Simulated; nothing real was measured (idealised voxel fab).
Title: Process Module voxel ribs on slabs
Section cut is 200 nm wide and gridded with 5 nm square cells.
Reading order for cross-sections: top band down to bottom band. Underlying form: a grid of square cells. Band size: one or more rows of cells. Within each band entry, the heights of the top and of the bottom of the band appear first, in that order and in nm; the materials of the band then follow from left to right, each with its corresponding width in nm. The designation "all across" on a single material indicates that it fills the band from edge to edge; the designation "empty" indicates empty space. Measure heights from 0. That's the level where, below it, the as-received wafer is all one material. The lowest band is bottomless and extends downward; write it as in "0 and below". A width given as "30->40" starts at the first number in the band's top row and ends at the second number in its bottom row, shifting by an equal amount at every step from row to row. No cell of the cross-section changed in a step that is given as "remained unchanged". So "Sealed voids" is basically the list of trapped voids: any empty space of 8 cells or more that can't reach the top through an opening. They're written width x height at distance, the distance being from the left edge, and it's all nm. If you see something after the settings on a step's line, that's the simulator's own remark about that step. overlay nm: mask right of planned place by this much (step with mask). Neg. = left.

List of planned process steps
1: RECEIVE with material Si
2: DIRECTIONAL_DEP with material SiO2, thk nm 20
3: DIRECTIONAL_DEP with material polySi, thk nm 15
4: DIRECTIONAL_DEP with material aC, thk nm 10
5: PATTERN with tone cover, mask id RIB, material resist, width nm 30, thk nm 30, overlay nm 0
6: DIRECTIONAL_ETCH with etch materials aC, depth nm 10
7: STRIP with etch materials resist
8: DIRECTIONAL_ETCH with etch materials polySi, depth nm 10
9: STRIP with etch materials aC
10: MASKED_ETCH with tone cover, mask id SLAB, width nm 60, etch materials polySi, depth nm 5, overlay nm 0
11: FILL_DEP with material SiO2, thk nm 20
12: CMP with height nm 45
13: DIRECTIONAL_DEP with material TiN, thk nm 10
14: DIRECTIONAL_DEP with material aC, thk nm 10
15: PATTERN with tone cover, mask id HEATER, material resist, width nm 40, thk nm 30, overlay nm 0
16: DIRECTIONAL_ETCH with etch materials aC, depth nm 10
17: STRIP with etch materials resist
18: DIRECTIONAL_ETCH with etch materials TiN, depth nm 10
19: STRIP with etch materials aC
20: CONFORMAL_DEP with material SiO2, thk nm 5

This is the cross-section of the wafer as we received it, i.e. after step 1
0 and below: Si all across
Sealed voids: none

The plan above was carried out on the starting structure above with one mistake, and this cross-section shows the wafer at the end of the module
60 down to 55: 75 nm empty; 50 nm SiO2; 75 nm empty
55 down to 50: 75 nm empty; 5 nm SiO2; 40 nm TiN; 5 nm SiO2; 75 nm empty
50 down to 45: 80 nm SiO2; 40 nm TiN; 80 nm SiO2
45 down to 15: SiO2 all across
15 down to 0: polySi all across
0 and below: Si all across
Sealed voids: none
Finding, execution versus plan: steps 2 and 3 got flipped, so each one ran where the other should have
